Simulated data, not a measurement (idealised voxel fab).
Process module name: voxel capacitor over wiring
The cross-section on display is named cut; it measures 285 nm wide, and its cells are 5 nm squares.
Square cells in a grid make up a cross-section in this document, and the grid is given as bands, listed from the top down, each one or more rows of cells.
Band: top and bottom heights (nm) first, top before bottom; then materials from left to right, widths in nm. "throughout" marks a sole material filling the band edge to edge. "blank" denotes empty space.
All heights in this document are referenced to 0, defined as the level beneath which the wafer, as received, consists entirely of one material. The lowest band is not bounded below; it extends indefinitely downward and is written in the form "0 nm and below".
Top row gets the first number, bottom row gets the second, and each row in between changes by the same step: that is how a band width like "30 to 40" works.
Where a step carries "no modifications", the cross-section came out of it unchanged, cell for cell.
In "Enclosed voids" the enclosed voids are listed, meaning empty spaces of 8 cells or larger without any opening to the top. The form is width x height at distance, distance from the left edge, units nm.
What comes after the settings on a step's line is commentary from the simulator itself on that step.
overlay nm: step with mask; distance mask lay right of planned place; negative value = left of planned place.
Here's what the planned process steps look like
| 1 | RECEIVE | material Si |
| 2 | CONFORMAL_DEP | material SiO2 | thk nm 15 |
| 3 | CONFORMAL_DEP | material SiN | thk nm 5 |
| 4 | DIRECTIONAL_DEP | material SiO2 | thk nm 20 |
| 5 | MASKED_ETCH | tone open | mask id METAL_1 | width nm 25 | pitch nm 80 | etch materials SiO2 | depth nm 20 | overlay nm 0 |
| 6 | MASKED_ETCH | tone open | mask id METAL_1 | width nm 25 | pitch nm 80 | etch materials SiN | depth nm 5 | overlay nm 0 |
| 7 | CONFORMAL_DEP | material TiN | thk nm 5 |
| 8 | FILL_DEP | material W | thk nm 5 |
| 9 | CMP | height nm 40 |
| 10 | CONFORMAL_DEP | material SiCN | thk nm 5 |
| 11 | DIRECTIONAL_DEP | material SiO2 | thk nm 20 |
| 12 | PATTERN | tone open | mask id PLUG_1 | material resist | width nm 15 | thk nm 20 | overlay nm 0 |
| 13 | DIRECTIONAL_ETCH | etch materials SiO2 | depth nm 20 |
| 14 | DIRECTIONAL_ETCH | etch materials SiCN | depth nm 5 |
| 15 | STRIP | etch materials resist |
| 16 | CONFORMAL_DEP | material TiN | thk nm 5 |
| 17 | FILL_DEP | material Ru | thk nm 10 |
| 18 | CMP | height nm 65 |
| 19 | DIRECTIONAL_DEP | material TiN | thk nm 5 |
| 20 | DIRECTIONAL_DEP | material HfO2 | thk nm 5 |
| 21 | DIRECTIONAL_DEP | material TiN | thk nm 5 |
| 22 | DIRECTIONAL_DEP | material aC | thk nm 15 |
| 23 | PATTERN | tone cover | mask id UPPER_PLATE | material resist | width nm 60 | thk nm 35 | overlay nm 0 |
| 24 | DIRECTIONAL_ETCH | etch materials aC | depth nm 15 |
| 25 | STRIP | etch materials resist |
| 26 | DIRECTIONAL_ETCH | etch materials TiN | depth nm 5 |
| 27 | DIRECTIONAL_ETCH | etch materials HfO2 | depth nm 5 |
| 28 | STRIP | etch materials aC |
| 29 | DIRECTIONAL_DEP | material aC | thk nm 15 |
| 30 | PATTERN | tone cover | mask id LOWER_PLATE | material resist | width nm 70 | thk nm 30 | overlay nm 0 |
| 31 | DIRECTIONAL_ETCH | etch materials aC | depth nm 15 |
| 32 | STRIP | etch materials resist |
| 33 | DIRECTIONAL_ETCH | etch materials TiN | depth nm 5 |
| 34 | STRIP | etch materials aC |
| 35 | FILL_DEP | material SiO2 | thk nm 20 |
| 36 | CMP | height nm 95 |
| 37 | PATTERN | tone open | mask id PLUG_2 | material resist | width nm 15 | thk nm 20 | overlay nm 0 |
| 38 | DIRECTIONAL_ETCH | etch materials SiO2 | depth nm 15 |
| 39 | STRIP | etch materials resist |
| 40 | CONFORMAL_DEP | material TiN | thk nm 5 |
| 41 | FILL_DEP | material Cu | thk nm 10 |
| 42 | CMP | height nm 95 |
| 43 | CONFORMAL_DEP | material SiN | thk nm 5 |
Wafer at receipt (post step 1), cross-section
    0 nm and below = Si throughout
    Enclosed voids: none
Cross-section, end of module. Start: as above. Plan: as above. Execution: one mistake
    100 nm to 95 nm = SiN throughout
    95 nm to 85 nm = SiO2 110, TiN 5, Cu 5, TiN 5, SiO2 160
    85 nm to 75 nm = SiO2 110 to 100, TiN 15 to 60, SiO2 160 to 125
    75 nm to 70 nm = SiO2 100, HfO2 60, SiO2 125
    70 nm to 65 nm = SiO2 95, TiN 70, SiO2 120
    65 nm to 45 nm = SiO2 100, TiN 5, Ru 5, TiN 5, SiO2 170
    45 nm to 40 nm = SiCN 100, TiN 15, SiCN 170
    40 nm to 35 nm = SiO2 90, TiN 5, W 15, TiN 5, SiO2 55, TiN 5, W 15, TiN 5, SiO2 90
    35 nm to 30 nm = SiN 90, TiN 25, SiN 55, TiN 25, SiN 90
    30 nm to 0 nm = SiO2 throughout
    0 nm and below = Si throughout
    Enclosed voids: none
What was the processing mistake? plan step 2 was twice executed
